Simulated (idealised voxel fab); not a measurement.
process module | voxel self aligned vias
cross-section cut | 295 nm wide | cells 5 nm
A cross-section is a grid of square cells, given in bands from the top down. A band is one or more rows of cells.
Each band's line starts with the height of the band's top and of its bottom, in nm. Then come its materials from left to right, each with its width in nm. One material with "throughout" fills the band from edge to edge. "air" is empty space.
Height 0 is the level under which the wafer as received is all one material. The lowest band goes on downwards, as in "0 down".
A width such as "30 to 40" changes by the same amount from each row of cells to the next, from the band's top row to its bottom row.
"no change" after a step means that no cell of the cross-section changed.
closed voids: empty space of 8 cells or more with no open way to the top, each as width x height at its distance from the left edge, in nm
after a step's settings: what the simulator itself notes on the step
overlay nm, on a step with a mask: how far to the right of its planned place the mask lay; to the left if negative
plan
1 op RECEIVE | material Si
2 op CONFORMAL_DEP | material SiO2 | thk nm 15
3 op CONFORMAL_DEP | material SiCN | thk nm 5
4 op DIRECTIONAL_DEP | material SiO2 | thk nm 30
5 op PATTERN | tone open | mask id LINES | material resist | width nm 25 | pitch nm 60 | thk nm 20 | overlay nm 0
6 op DIRECTIONAL_ETCH | etch materials SiO2 | depth nm 30
7 op STRIP | etch materials resist
8 op CONFORMAL_DEP | material TiN | thk nm 5
9 op FILL_DEP | material W | thk nm 10
10 op CMP | height nm 50
11 op SELECTIVE_ETCH | etch materials W Ru TiN | depth nm 5
12 op FILL_DEP | material SiN | thk nm 10
13 op CMP | height nm 50
14 op DIRECTIONAL_DEP | material SiO2 | thk nm 15
15 op DIRECTIONAL_DEP | material aC | thk nm 15
16 op PATTERN | tone open | mask id VIAS | material resist | width nm 35 | pitch nm 60 | thk nm 30 | overlay nm 0
17 op DIRECTIONAL_ETCH | etch materials aC | depth nm 15
18 op STRIP | etch materials resist
19 op DIRECTIONAL_ETCH | etch materials SiO2 | depth nm 15
20 op DIRECTIONAL_ETCH | etch materials SiN | depth nm 5
21 op STRIP | etch materials aC
22 op CONFORMAL_DEP | material TiN | thk nm 5
23 op FILL_DEP | material Cu | thk nm 10
24 op CMP | height nm 65
25 op CONFORMAL_DEP | material SiN | thk nm 5
first wafer, as planned
as received, after step 1
  0 down: Si throughout
  closed voids: none
after step 2
  15 to 0: SiO2 throughout
  below 0: unchanged
after step 3
  20 to 15: SiCN throughout
  below 15: unchanged
after step 4
  50 to 20: SiO2 throughout
  below 20: unchanged
after step 5
  70 to 50: resist 75 | air 25 | resist 35 | air 25 | resist 35 | air 25 | resist 75
  below 50: unchanged
after step 6
  70 to 50: resist 75 | air 25 | resist 35 | air 25 | resist 35 | air 25 | resist 75
  50 to 20: SiO2 75 | air 25 | SiO2 35 | air 25 | SiO2 35 | air 25 | SiO2 75
  below 20: unchanged
after step 7
  50 to 20: SiO2 75 | air 25 | SiO2 35 | air 25 | SiO2 35 | air 25 | SiO2 75
  below 20: unchanged
after step 8
  55 to 50: TiN 80 | air 15 | TiN 45 | air 15 | TiN 45 | air 15 | TiN 80
  50 to 25: SiO2 75 | TiN 5 | air 15 | TiN 5 | SiO2 35 | TiN 5 | air 15 | TiN 5 | SiO2 35 | TiN 5 | air 15 | TiN 5 | SiO2 75
  25 to 20: SiO2 75 | TiN 25 | SiO2 35 | TiN 25 | SiO2 35 | TiN 25 | SiO2 75
  below 20: unchanged
after step 9
  65 to 55: W throughout
  55 to 50: TiN 80 | W 15 | TiN 45 | W 15 | TiN 45 | W 15 | TiN 80
  50 to 25: SiO2 75 | TiN 5 | W 15 | TiN 5 | SiO2 35 | TiN 5 | W 15 | TiN 5 | SiO2 35 | TiN 5 | W 15 | TiN 5 | SiO2 75
  below 25: unchanged
after step 10
  50 to 25: SiO2 75 | TiN 5 | W 15 | TiN 5 | SiO2 35 | TiN 5 | W 15 | TiN 5 | SiO2 35 | TiN 5 | W 15 | TiN 5 | SiO2 75
  below 25: unchanged
after step 11
  50 to 45: SiO2 75 | air 25 | SiO2 35 | air 25 | SiO2 35 | air 25 | SiO2 75
  below 45: unchanged
after step 12
  60 to 50: SiN throughout
  50 to 45: SiO2 75 | SiN 25 | SiO2 35 | SiN 25 | SiO2 35 | SiN 25 | SiO2 75
  below 45: unchanged
after step 13
  50 to 45: SiO2 75 | SiN 25 | SiO2 35 | SiN 25 | SiO2 35 | SiN 25 | SiO2 75
  below 45: unchanged
after step 14
  65 to 50: SiO2 throughout
  below 50: unchanged
after step 15
  80 to 65: aC throughout
  below 65: unchanged
after step 16
  110 to 80: resist 70 | air 35 | resist 25 | air 35 | resist 25 | air 35 | resist 70
  below 80: unchanged
after step 17
  95 to 80: resist 70 | air 35 | resist 25 | air 35 | resist 25 | air 35 | resist 70
  80 to 65: aC 70 | air 35 | aC 25 | air 35 | aC 25 | air 35 | aC 70
  below 65: unchanged
after step 18
  80 to 65: aC 70 | air 35 | aC 25 | air 35 | aC 25 | air 35 | aC 70
  below 65: unchanged
after step 19
  80 to 65: aC 70 | air 35 | aC 25 | air 35 | aC 25 | air 35 | aC 70
  65 to 50: SiO2 70 | air 35 | SiO2 25 | air 35 | SiO2 25 | air 35 | SiO2 70
  below 50: unchanged
after step 20
  80 to 65: aC 70 | air 35 | aC 25 | air 35 | aC 25 | air 35 | aC 70
  65 to 50: SiO2 70 | air 35 | SiO2 25 | air 35 | SiO2 25 | air 35 | SiO2 70
  50 to 45: SiO2 75 | air 25 | SiO2 35 | air 25 | SiO2 35 | air 25 | SiO2 75
  below 45: unchanged
after step 21
  65 to 50: SiO2 70 | air 35 | SiO2 25 | air 35 | SiO2 25 | air 35 | SiO2 70
  below 50: unchanged
after step 22
  70 to 65: TiN 75 | air 25 | TiN 35 | air 25 | TiN 35 | air 25 | TiN 75
  65 to 55: SiO2 70 | TiN 5 | air 25 | TiN 5 | SiO2 25 | TiN 5 | air 25 | TiN 5 | SiO2 25 | TiN 5 | air 25 | TiN 5 | SiO2 70
  55 to 50: SiO2 70 | TiN 10 | air 15 | TiN 10 | SiO2 25 | TiN 10 | air 15 | TiN 10 | SiO2 25 | TiN 10 | air 15 | TiN 10 | SiO2 70
  50 to 45: SiO2 75 | TiN 25 | SiO2 35 | TiN 25 | SiO2 35 | TiN 25 | SiO2 75
  below 45: unchanged
after step 23
  80 to 70: Cu throughout
  70 to 65: TiN 75 | Cu 25 | TiN 35 | Cu 25 | TiN 35 | Cu 25 | TiN 75
  65 to 55: SiO2 70 | TiN 5 | Cu 25 | TiN 5 | SiO2 25 | TiN 5 | Cu 25 | TiN 5 | SiO2 25 | TiN 5 | Cu 25 | TiN 5 | SiO2 70
  55 to 50: SiO2 70 | TiN 10 | Cu 15 | TiN 10 | SiO2 25 | TiN 10 | Cu 15 | TiN 10 | SiO2 25 | TiN 10 | Cu 15 | TiN 10 | SiO2 70
  below 50: unchanged
after step 24
  65 to 55: SiO2 70 | TiN 5 | Cu 25 | TiN 5 | SiO2 25 | TiN 5 | Cu 25 | TiN 5 | SiO2 25 | TiN 5 | Cu 25 | TiN 5 | SiO2 70
  below 55: unchanged
after step 25
  70 to 65: SiN throughout
  below 65: unchanged
second wafer: like start, like plan, one mistake. Through step 15 it matches the first wafer
when step 16 should have ended
  110 to 80: resist 60 | air 35 | resist 25 | air 35 | resist 25 | air 35 | resist 80
  below 80: unchanged
when step 17 should have ended
  95 to 80: resist 60 | air 35 | resist 25 | air 35 | resist 25 | air 35 | resist 80
  80 to 65: aC 60 | air 35 | aC 25 | air 35 | aC 25 | air 35 | aC 80
  below 65: unchanged
when step 18 should have ended
  80 to 65: aC 60 | air 35 | aC 25 | air 35 | aC 25 | air 35 | aC 80
  below 65: unchanged
when step 19 should have ended
  80 to 65: aC 60 | air 35 | aC 25 | air 35 | aC 25 | air 35 | aC 80
  65 to 50: SiO2 60 | air 35 | SiO2 25 | air 35 | SiO2 25 | air 35 | SiO2 80
  below 50: unchanged
when step 20 should have ended
  80 to 65: aC 60 | air 35 | aC 25 | air 35 | aC 25 | air 35 | aC 80
  65 to 50: SiO2 60 | air 35 | SiO2 25 | air 35 | SiO2 25 | air 35 | SiO2 80
  50 to 45: SiO2 75 | air 20 | SiN 5 | SiO2 35 | air 20 | SiN 5 | SiO2 35 | air 20 | SiN 5 | SiO2 75
  below 45: unchanged
when step 21 should have ended
  65 to 50: SiO2 60 | air 35 | SiO2 25 | air 35 | SiO2 25 | air 35 | SiO2 80
  below 50: unchanged
when step 22 should have ended
  70 to 65: TiN 65 | air 25 | TiN 35 | air 25 | TiN 35 | air 25 | TiN 85
  65 to 55: SiO2 60 | TiN 5 | air 25 | TiN 5 | SiO2 25 | TiN 5 | air 25 | TiN 5 | SiO2 25 | TiN 5 | air 25 | TiN 5 | SiO2 80
  55 to 50: SiO2 60 | TiN 20 | air 10 | TiN 5 | SiO2 25 | TiN 20 | air 10 | TiN 5 | SiO2 25 | TiN 20 | air 10 | TiN 5 | SiO2 80
  50 to 45: SiO2 75 | TiN 20 | SiN 5 | SiO2 35 | TiN 20 | SiN 5 | SiO2 35 | TiN 20 | SiN 5 | SiO2 75
  below 45: unchanged
when step 23 should have ended
  80 to 70: Cu throughout
  70 to 65: TiN 65 | Cu 25 | TiN 35 | Cu 25 | TiN 35 | Cu 25 | TiN 85
  65 to 55: SiO2 60 | TiN 5 | Cu 25 | TiN 5 | SiO2 25 | TiN 5 | Cu 25 | TiN 5 | SiO2 25 | TiN 5 | Cu 25 | TiN 5 | SiO2 80
  55 to 50: SiO2 60 | TiN 20 | Cu 10 | TiN 5 | SiO2 25 | TiN 20 | Cu 10 | TiN 5 | SiO2 25 | TiN 20 | Cu 10 | TiN 5 | SiO2 80
  below 50: unchanged
when step 24 should have ended
  65 to 55: SiO2 60 | TiN 5 | Cu 25 | TiN 5 | SiO2 25 | TiN 5 | Cu 25 | TiN 5 | SiO2 25 | TiN 5 | Cu 25 | TiN 5 | SiO2 80
  below 55: unchanged
when step 25 should have ended
  70 to 65: SiN throughout
  below 65: unchanged
what went wrong: step 16 ran as: op PATTERN | tone open | mask id VIAS | material resist | width nm 35 | pitch nm 60 | thk nm 30 | overlay nm -10
at the end the second wafer has, in cells: 3 fewer of Cu | 3 more of SiN
